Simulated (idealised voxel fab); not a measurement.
Process module under the name voxel transistor to metal
The width of the displayed cross-section, cut, is 290 nm; its cells are square, with a size of 5 nm.
Square cells in a grid make up a cross-section in this document, and the grid is given as bands, listed from the top down, each one or more rows of cells.
For a band, the entry starts with two heights in nm, that of the top and then that of the bottom, and carries on with the band's materials in order from left to right, each alongside its width in nm; the word "all across" beside a single material means it fills the band edge to edge, and "blank" means empty space.
Height is counted from the level 0, under which the received wafer is composed throughout of one material. The lowest of the bands is not closed at the bottom but continues downward, in the notation "0 and below".
The expression "30..40" gives the width at the extremes of the band, the first number at its top row of cells and the second at its bottom row, with the width changing by equal amounts from each row to the next in between.
You'll sometimes find "nothing got changed" written for a step, and that's the way of saying that nowhere in the cross-section did a cell change during that step.
Reported under the label "Closed void catalog" are the empty spaces having no open way to the top and comprising 8 cells or more; the notation for each is width x height at distance, in which the distance is measured from the left edge and all three values are in nm.
Text after the settings on a step's line: the simulator's own remark on that step.
You can add "overlay nm" to a step's line. For a step with a mask, it describes how far the mask lay to the right of its planned position, and a negative number describes a lay to the left.

Set out below are the planned steps of the process
step 1: RECEIVE: material Si
step 2: CONFORMAL_DEP: material SiO2, thk nm 5
step 3: CONFORMAL_DEP: material SiN, thk nm 10
step 4: PATTERN: tone cover, mask id ACTIVE, material resist, width nm 105, pitch nm 130, thk nm 15, overlay nm 0
step 5: DIRECTIONAL_ETCH: etch materials SiN, depth nm 10
step 6: DIRECTIONAL_ETCH: etch materials SiO2, depth nm 5
step 7: DIRECTIONAL_ETCH: etch materials Si, depth nm 20
step 8: STRIP: etch materials resist
step 9: FILL_DEP: material SiO2, thk nm 10
step 10: CMP: height nm 15
step 11: SELECTIVE_ETCH: etch materials SiO2, depth nm 10
step 12: STRIP: etch materials SiN
step 13: SELECTIVE_ETCH: etch materials SiO2, depth nm 5
step 14: OXIDIZE: depth nm 5
step 15: DIRECTIONAL_DEP: material polySi, thk nm 20
step 16: DIRECTIONAL_DEP: material SiCN, thk nm 15
step 17: DIRECTIONAL_DEP: material aC, thk nm 10
step 18: PATTERN: tone cover, mask id GATE, material resist, width nm 25, pitch nm 130, thk nm 30, overlay nm 0
step 19: DIRECTIONAL_ETCH: etch materials aC, depth nm 10
step 20: STRIP: etch materials resist
step 21: DIRECTIONAL_ETCH: etch materials SiCN, depth nm 25
step 22: DIRECTIONAL_ETCH: etch materials polySi, depth nm 30
step 23: STRIP: etch materials aC
step 24: CONFORMAL_DEP: material SiO2, thk nm 5
step 25: DIRECTIONAL_ETCH: etch materials SiO2, depth nm 5
step 26: CONFORMAL_DEP: material SiN, thk nm 5
step 27: DIRECTIONAL_ETCH: etch materials SiN, depth nm 5
step 28: DIRECTIONAL_ETCH: etch materials SiO2, depth nm 5
step 29: EPI: material SiGe, thk nm 5
step 30: FILL_DEP: material SiO2, thk nm 10
step 31: CMP: height nm 20
step 32: STRIP: etch materials polySi
step 33: SELECTIVE_ETCH: etch materials SiO2, depth nm 5
step 34: CONFORMAL_DEP: material HfO2, thk nm 5
step 35: CONFORMAL_DEP: material TiN, thk nm 5
step 36: FILL_DEP: material W, thk nm 10
step 37: CMP: height nm 15
step 38: DIRECTIONAL_DEP: material SiO2, thk nm 10
step 39: DIRECTIONAL_DEP: material aC, thk nm 15
step 40: PATTERN: tone open, mask id CONTACT, material resist, width nm 15, thk nm 30, overlay nm 0
step 41: DIRECTIONAL_ETCH: etch materials aC, depth nm 15
step 42: STRIP: etch materials resist
step 43: DIRECTIONAL_ETCH: etch materials SiO2, depth nm 25
step 44: STRIP: etch materials aC
step 45: CONFORMAL_DEP: material TiN, thk nm 5
step 46: FILL_DEP: material Ru, thk nm 10
step 47: CMP: height nm 25
step 48: CONFORMAL_DEP: material SiN, thk nm 5
step 49: DIRECTIONAL_DEP: material SiO2, thk nm 20
step 50: MASKED_ETCH: tone open, mask id METAL_1, width nm 15, etch materials SiO2, depth nm 20, overlay nm 0
step 51: MASKED_ETCH: tone open, mask id METAL_1, width nm 15, etch materials SiN, depth nm 5, overlay nm 0
step 52: CONFORMAL_DEP: material TiN, thk nm 5
step 53: FILL_DEP: material Cu, thk nm 10
step 54: CMP: height nm 50
step 55: CONFORMAL_DEP: material SiCN, thk nm 5
step 56: DIRECTIONAL_DEP: material lowk, thk nm 25
step 57: MASKED_ETCH: tone open, mask id METAL_2, width nm 15, pitch nm 130, etch materials lowk, depth nm 15, overlay nm 0
step 58: MASKED_ETCH: tone open, mask id METAL_2_HOLES, width nm 15, pitch nm 130, etch materials lowk, depth nm 10, overlay nm 0
step 59: MASKED_ETCH: tone open, mask id METAL_2_HOLES, width nm 15, pitch nm 130, etch materials SiCN, depth nm 5, overlay nm 0
step 60: CONFORMAL_DEP: material TiN, thk nm 5
step 61: FILL_DEP: material Cu, thk nm 10
step 62: CMP: height nm 80
step 63: CONFORMAL_DEP: material SiCN, thk nm 5
Among the wafers covered here, the point of difference is the depth nm at step 13; their starting state is shared, and the plan presents the value of the first wafer.

The first of several wafers as received, shown in cross-section; this is its state after step 1
    0 and below: Si all across
    Closed void catalog: none

Per wafer (row), end of module: delta in cells per material since receipt, (+) for gained, (-) for lost; closed voids after that
depth nm 5, +26 Cu, +26 HfO2, +16 Ru, -106 Si, +110 SiCN, +28 SiGe, +58 SiN, +424 SiO2, +132 TiN, +12 W, +260 lowk, Closed void catalog: none
depth nm 10, +26 Cu, +26 HfO2, +16 Ru, -110 Si, +110 SiCN, +24 SiGe, +62 SiN, +428 SiO2, +132 TiN, +12 W, +260 lowk, Closed void catalog: none
depth nm 15, +26 Cu, +26 HfO2, +16 Ru, -114 Si, +110 SiCN, +24 SiGe, +66 SiN, +428 SiO2, +132 TiN, +12 W, +260 lowk, Closed void catalog: none
depth nm 20, +26 Cu, +26 HfO2, +16 Ru, -118 Si, +110 SiCN, +32 SiGe, +70 SiN, +420 SiO2, +132 TiN, +12 W, +260 lowk, Closed void catalog: none
